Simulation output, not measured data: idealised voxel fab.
process module | voxel self aligned contacts
cross-section cut | 175 nm wide | cells 5 nm
A cross-section is a grid of square cells, given in bands from the top down. A band is one or more rows of cells.
Each band's line starts with the height of the band's top and of its bottom, in nm. Then come its materials from left to right, each with its width in nm. One material with "throughout" fills the band from edge to edge. "air" is empty space.
Height 0 is the level under which the wafer as received is all one material. The lowest band goes on downwards, as in "0 down".
A width such as "30 to 40" changes by the same amount from each row of cells to the next, from the band's top row to its bottom row.
"no change" after a step means that no cell of the cross-section changed.
closed voids: empty space of 8 cells or more with no open way to the top, each as width x height at its distance from the left edge, in nm
after a step's settings: what the simulator itself notes on the step
overlay nm, on a step with a mask: how far to the right of its planned place the mask lay; to the left if negative
plan
1 op RECEIVE | material Si
2 op CONFORMAL_DEP | material SiO2 | thk nm 5
3 op DIRECTIONAL_DEP | material polySi | thk nm 25
4 op DIRECTIONAL_DEP | material SiN | thk nm 15
5 op DIRECTIONAL_DEP | material aC | thk nm 10
6 op PATTERN | tone cover | mask id GATE | material resist | width nm 20 | pitch nm 60 | thk nm 30 | overlay nm 0
7 op DIRECTIONAL_ETCH | etch materials aC | depth nm 10
8 op STRIP | etch materials resist
9 op DIRECTIONAL_ETCH | etch materials SiN | depth nm 15
10 op DIRECTIONAL_ETCH | etch materials polySi | depth nm 25
11 op STRIP | etch materials aC
12 op CONFORMAL_DEP | material SiN | thk nm 5
13 op DIRECTIONAL_ETCH | etch materials SiN | depth nm 5
14 op FILL_DEP | material SiO2 | thk nm 15
15 op CMP | height nm 55
16 op DIRECTIONAL_DEP | material aC | thk nm 10
17 op PATTERN | tone open | mask id CONTACT | material resist | width nm 40 | thk nm 30 | overlay nm 0
18 op DIRECTIONAL_ETCH | etch materials aC | depth nm 10
19 op STRIP | etch materials resist
20 op DIRECTIONAL_ETCH | etch materials SiO2 | depth nm 55
21 op STRIP | etch materials aC
22 op CONFORMAL_DEP | material TiN | thk nm 5
23 op FILL_DEP | material Ru | thk nm 5
24 op CMP | height nm 55
25 op CONFORMAL_DEP | material SiCN | thk nm 5
varied across the wafers: width nm of step 6. The plan shows the first wafer's value. All wafers start alike
first wafer as received, after step 1
  0 down: Si throughout
  closed voids: none
each wafer at the end: cells of each material gained (+) or lost (-) since it was received, then its closed voids
width nm 20 | +42 Ru | +35 SiCN | +56 SiN | +219 SiO2 | +28 TiN | +40 polySi | closed voids: none
width nm 25 | +33 Ru | +35 SiCN | +62 SiN | +212 SiO2 | +28 TiN | +50 polySi | closed voids: none
width nm 30 | +24 Ru | +35 SiCN | +68 SiN | +205 SiO2 | +28 TiN | +60 polySi | closed voids: none
width nm 35 | +15 Ru | +35 SiCN | +74 SiN | +198 SiO2 | +28 TiN | +70 polySi | closed voids: none
width nm 40 | +6 Ru | +35 SiCN | +80 SiN | +191 SiO2 | +28 TiN | +80 polySi | closed voids: none
width nm 45 | +6 Ru | +35 SiCN | +86 SiN | +184 SiO2 | +19 TiN | +90 polySi | closed voids: none
